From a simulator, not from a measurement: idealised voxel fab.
Presented below is a process module, voxel quadruple lines.
For reference, the cross-section in this document is cut, with width 295 nm and square cells of 5 nm.
We lay out every cross-section as a grid of square cells and spell it out in bands from the top down, where one band means one or more rows of cells.
Each band's line starts with the height of the band's top and of its bottom, in nm. Then come its materials from left to right, each with its width in nm. One material with "edge to edge" fills the band from edge to edge. "air" is empty space.
Heights are expressed relative to 0, this being the level below which the as-received wafer comprises one material exclusively. The lowest band is unbounded in the downward direction and is denoted as in "from 0 down".
A width given as "30->40" starts at the first number in the band's top row and ends at the second number in its bottom row, shifting by an equal amount at every step from row to row.
No cell of the cross-section changed in a step that is given as "no change occurred".
Voids not open to the top, 8 cells minimum: see "Enclosed void listing". Written width x height at distance; distance is from the left edge; nm.
That trailing text on a step's line, after the settings, is the simulator's own remark on the step.
Steps that use a mask can have "overlay nm" on their line. It says how far the mask sat to the right of where it was meant to be. Negative means to the left.

THE PROCESS STEPS THAT WERE PLANNED ARE LISTED BELOW
1: RECEIVE (material Si)
2: CONFORMAL_DEP (material Al2O3; thk nm 5)
3: DIRECTIONAL_DEP (material TiN; thk nm 15)
4: DIRECTIONAL_DEP (material polySi; thk nm 20)
5: DIRECTIONAL_DEP (material aC; thk nm 20)
6: PATTERN (tone cover; mask id MANDREL; material resist; width nm 30; thk nm 30; overlay nm 0)
7: DIRECTIONAL_ETCH (etch materials aC; depth nm 20)
8: STRIP (etch materials resist)
9: CONFORMAL_DEP (material SiO2; thk nm 10)
10: DIRECTIONAL_ETCH (etch materials SiO2; depth nm 10)
11: STRIP (etch materials aC)
12: DIRECTIONAL_ETCH (etch materials polySi; depth nm 20)
13: STRIP (etch materials SiO2)
14: CONFORMAL_DEP (material SiCN; thk nm 10)
15: DIRECTIONAL_ETCH (etch materials SiCN; depth nm 10)
16: STRIP (etch materials polySi)
17: DIRECTIONAL_ETCH (etch materials TiN; depth nm 15)
18: STRIP (etch materials SiCN)

ACCOUNT OF THE FIRST OF TWO WAFERS, WHICH WAS PROCESSED AS INTENDED

SO THIS IS THE INCOMING WAFER IN CROSS-SECTION - IT'S ALREADY BEEN THROUGH STEP 1
- from 0 down: Si edge to edge
- Enclosed void listing: none

WAFER SECTION VIEW AFTER PROCESSING STEP 2
- from 5 to 0: Al2O3 edge to edge
- Note: structure below 0 unchanged.

WAFER SECTION VIEW AFTER PROCESSING STEP 3
- from 20 to 5: TiN edge to edge
- Note: structure below 5 unchanged.

WAFER SECTION VIEW AFTER PROCESSING STEP 4
- from 40 to 20: polySi edge to edge
- Note: structure below 20 unchanged.

WAFER SECTION VIEW AFTER PROCESSING STEP 5
- from 60 to 40: aC edge to edge
- Note: structure below 40 unchanged.

WAFER SECTION VIEW AFTER PROCESSING STEP 6
- from 90 to 60: 130 of air  30 of resist  135 of air
- Note: structure below 60 unchanged.

WAFER SECTION VIEW AFTER PROCESSING STEP 7
- from 70 to 60: 130 of air  30 of resist  135 of air
- from 60 to 40: 130 of air  30 of aC  135 of air
- Note: structure below 40 unchanged.

WAFER SECTION VIEW AFTER PROCESSING STEP 8
- from 60 to 40: 130 of air  30 of aC  135 of air
- Note: structure below 40 unchanged.

WAFER SECTION VIEW AFTER PROCESSING STEP 9
- from 70 to 60: 120 of air  50 of SiO2  125 of air
- from 60 to 50: 120 of air  10 of SiO2  30 of aC  10 of SiO2  125 of air
- from 50 to 40: 130 of SiO2  30 of aC  135 of SiO2
- Note: structure below 40 unchanged.

WAFER SECTION VIEW AFTER PROCESSING STEP 10
- from 60 to 40: 120 of air  10 of SiO2  30 of aC  10 of SiO2  125 of air
- Note: structure below 40 unchanged.

WAFER SECTION VIEW AFTER PROCESSING STEP 11
- from 60 to 40: 120 of air  10 of SiO2  30 of air  10 of SiO2  125 of air
- Note: structure below 40 unchanged.

WAFER SECTION VIEW AFTER PROCESSING STEP 12
- from 60 to 40: 120 of air  10 of SiO2  30 of air  10 of SiO2  125 of air
- from 40 to 20: 120 of air  10 of polySi  30 of air  10 of polySi  125 of air
- Note: structure below 20 unchanged.

WAFER SECTION VIEW AFTER PROCESSING STEP 13
- from 40 to 20: 120 of air  10 of polySi  30 of air  10 of polySi  125 of air
- Note: structure below 20 unchanged.

WAFER SECTION VIEW AFTER PROCESSING STEP 14
- from 50 to 40: 110 of air  30 of SiCN  10 of air  30 of SiCN  115 of air
- from 40 to 30: 110 of air  10 of SiCN  10 of polySi  10 of SiCN  10 of air  10 of SiCN  10 of polySi  10 of SiCN  115 of air
- from 30 to 20: 120 of SiCN  10 of polySi  30 of SiCN  10 of polySi  125 of SiCN
- Note: structure below 20 unchanged.

WAFER SECTION VIEW AFTER PROCESSING STEP 15
- from 40 to 20: 110 of air  10 of SiCN  10 of polySi  10 of SiCN  10 of air  10 of SiCN  10 of polySi  10 of SiCN  115 of air
- Note: structure below 20 unchanged.

WAFER SECTION VIEW AFTER PROCESSING STEP 16
- from 40 to 20: 110 of air  10 of SiCN  10 of air  10 of SiCN  10 of air  10 of SiCN  10 of air  10 of SiCN  115 of air
- Note: structure below 20 unchanged.

WAFER SECTION VIEW AFTER PROCESSING STEP 17
- from 40 to 20: 110 of air  10 of SiCN  10 of air  10 of SiCN  10 of air  10 of SiCN  10 of air  10 of SiCN  115 of air
- from 20 to 5: 110 of air  10 of TiN  10 of air  10 of TiN  10 of air  10 of TiN  10 of air  10 of TiN  115 of air
- Note: structure below 5 unchanged.

WAFER SECTION VIEW AFTER PROCESSING STEP 18
- from 20 to 5: 110 of air  10 of TiN  10 of air  10 of TiN  10 of air  10 of TiN  10 of air  10 of TiN  115 of air
- Note: structure below 5 unchanged.

HERE THE SECOND WAFER IS DESCRIBED. ITS START AND ITS PLAN WERE THOSE OF THE FIRST WAFER. ITS RUN CONTAINED ONE MISTAKE. UP TO AND INCLUDING STEP 5, IT DID EXACTLY WHAT THE FIRST WAFER DID

WHAT THE SECOND WAFER LOOKS LIKE IN CROSS-SECTION WHEN STEP 6 SHOULD HAVE WRAPPED UP
- from 90 to 60: 120 of air  30 of resist  145 of air
- Note: structure below 60 unchanged.

WHAT THE SECOND WAFER LOOKS LIKE IN CROSS-SECTION WHEN STEP 7 SHOULD HAVE WRAPPED UP
- from 70 to 60: 120 of air  30 of resist  145 of air
- from 60 to 40: 120 of air  30 of aC  145 of air
- Note: structure below 40 unchanged.

WHAT THE SECOND WAFER LOOKS LIKE IN CROSS-SECTION WHEN STEP 8 SHOULD HAVE WRAPPED UP
- from 60 to 40: 120 of air  30 of aC  145 of air
- Note: structure below 40 unchanged.

WHAT THE SECOND WAFER LOOKS LIKE IN CROSS-SECTION WHEN STEP 9 SHOULD HAVE WRAPPED UP
- from 70 to 60: 110 of air  50 of SiO2  135 of air
- from 60 to 50: 110 of air  10 of SiO2  30 of aC  10 of SiO2  135 of air
- from 50 to 40: 120 of SiO2  30 of aC  145 of SiO2
- Note: structure below 40 unchanged.

WHAT THE SECOND WAFER LOOKS LIKE IN CROSS-SECTION WHEN STEP 10 SHOULD HAVE WRAPPED UP
- from 60 to 40: 110 of air  10 of SiO2  30 of aC  10 of SiO2  135 of air
- Note: structure below 40 unchanged.

WHAT THE SECOND WAFER LOOKS LIKE IN CROSS-SECTION WHEN STEP 11 SHOULD HAVE WRAPPED UP
- from 60 to 40: 110 of air  10 of SiO2  30 of air  10 of SiO2  135 of air
- Note: structure below 40 unchanged.

WHAT THE SECOND WAFER LOOKS LIKE IN CROSS-SECTION WHEN STEP 12 SHOULD HAVE WRAPPED UP
- from 60 to 40: 110 of air  10 of SiO2  30 of air  10 of SiO2  135 of air
- from 40 to 20: 110 of air  10 of polySi  30 of air  10 of polySi  135 of air
- Note: structure below 20 unchanged.

WHAT THE SECOND WAFER LOOKS LIKE IN CROSS-SECTION WHEN STEP 13 SHOULD HAVE WRAPPED UP
- from 40 to 20: 110 of air  10 of polySi  30 of air  10 of polySi  135 of air
- Note: structure below 20 unchanged.

WHAT THE SECOND WAFER LOOKS LIKE IN CROSS-SECTION WHEN STEP 14 SHOULD HAVE WRAPPED UP
- from 50 to 40: 100 of air  30 of SiCN  10 of air  30 of SiCN  125 of air
- from 40 to 30: 100 of air  10 of SiCN  10 of polySi  10 of SiCN  10 of air  10 of SiCN  10 of polySi  10 of SiCN  125 of air
- from 30 to 20: 110 of SiCN  10 of polySi  30 of SiCN  10 of polySi  135 of SiCN
- Note: structure below 20 unchanged.

WHAT THE SECOND WAFER LOOKS LIKE IN CROSS-SECTION WHEN STEP 15 SHOULD HAVE WRAPPED UP
- from 40 to 20: 100 of air  10 of SiCN  10 of polySi  10 of SiCN  10 of air  10 of SiCN  10 of polySi  10 of SiCN  125 of air
- Note: structure below 20 unchanged.

WHAT THE SECOND WAFER LOOKS LIKE IN CROSS-SECTION WHEN STEP 16 SHOULD HAVE WRAPPED UP
- from 40 to 20: 100 of air  10 of SiCN  10 of air  10 of SiCN  10 of air  10 of SiCN  10 of air  10 of SiCN  125 of air
- Note: structure below 20 unchanged.

WHAT THE SECOND WAFER LOOKS LIKE IN CROSS-SECTION WHEN STEP 17 SHOULD HAVE WRAPPED UP
- from 40 to 20: 100 of air  10 of SiCN  10 of air  10 of SiCN  10 of air  10 of SiCN  10 of air  10 of SiCN  125 of air
- from 20 to 5: 100 of air  10 of TiN  10 of air  10 of TiN  10 of air  10 of TiN  10 of air  10 of TiN  125 of air
- Note: structure below 5 unchanged.

WHAT THE SECOND WAFER LOOKS LIKE IN CROSS-SECTION WHEN STEP 18 SHOULD HAVE WRAPPED UP
- from 20 to 5: 100 of air  10 of TiN  10 of air  10 of TiN  10 of air  10 of TiN  10 of air  10 of TiN  125 of air
- Note: structure below 5 unchanged.
Nonconformance to the process plan: heads up, step 6 didn't go per plan, it actually ran as PATTERN (tone cover; mask id MANDREL; material resist; width nm 30; thk nm 30; overlay nm -10)
At the end, the second wafer has the same number of cells of each material as the first, but those cells sit in other places.
